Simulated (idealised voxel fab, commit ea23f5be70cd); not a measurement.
A process module follows: voxel released beams.
Pictured: cross-section cut, 205 nm wide, on a grid of 5 nm square cells.
Reading order for cross-sections: top band down to bottom band. Underlying form: a grid of square cells. Band size: one or more rows of cells. In this notation a band is specified by the heights of its top and bottom, in that order and in nm, after which its materials appear from left to right, each paired with its width in nm. The word "all across" attached to a single material means that material fills the band from edge to edge; the word "empty" stands for empty space. Height 0 is the level under which the wafer as received is all one material. The lowest band goes on downwards, as in "0 nm and below". You'd read "30..40" like this: the band's top row of cells is as wide as the first number, its bottom row is as wide as the second, and going down, every row changes width by the same amount as the row before did. Where the words "no alteration" appear for a step, the cross-section shows no cell changed by that step; every cell remained as before. The list in "Closed internal voids" covers empty spaces of 8 cells or more that cannot reach the top through any open way, and it gives each as width x height at distance; the distance is from the left edge, and width, height and distance are in nm. On each step's line, the part that comes after the settings is the simulator's own comment on the step. On any step carrying a mask, the "overlay nm" setting, if present on the step's line, tells how far right of its planned place the mask lay; negative values point to the left.

The process steps that were planned are listed below
1: RECEIVE: material Si
2: CONFORMAL_DEP: material SiN, thk nm 5
3: DIRECTIONAL_DEP: material SiO2, thk nm 15
4: DIRECTIONAL_DEP: material aC, thk nm 10
5: PATTERN: tone open, mask id ANCHOR, material resist, width nm 35, thk nm 25, overlay nm 0
6: DIRECTIONAL_ETCH: etch materials aC, depth nm 10
7: STRIP: etch materials resist
8: DIRECTIONAL_ETCH: etch materials SiO2, depth nm 15
9: STRIP: etch materials aC
10: CONFORMAL_DEP: material TiN, thk nm 15
11: MASKED_ETCH: tone cover, mask id BEAM, width nm 80, etch materials TiN, depth nm 15, overlay nm 0
12: STRIP: etch materials SiO2
Heads up: all these wafers start the same, and what changes between them is the thk nm in step 2. The value you see in the plan is just what the first wafer got.

The as-received cross-section of the first of several wafers corresponds to the state after step 1
0 nm and below | Si all across
Closed internal voids: none

Per wafer (row), end of module: delta in cells per material since receipt, (+) for gained, (-) for lost; closed voids after that
thk nm 5, +41 SiN, +66 TiN, Closed internal voids: none
thk nm 10, +82 SiN, +66 TiN, Closed internal voids: none
thk nm 15, +123 SiN, +66 TiN, Closed internal voids: none
thk nm 20, +164 SiN, +66 TiN, Closed internal voids: none
thk nm 25, +205 SiN, +66 TiN, Closed internal voids: none
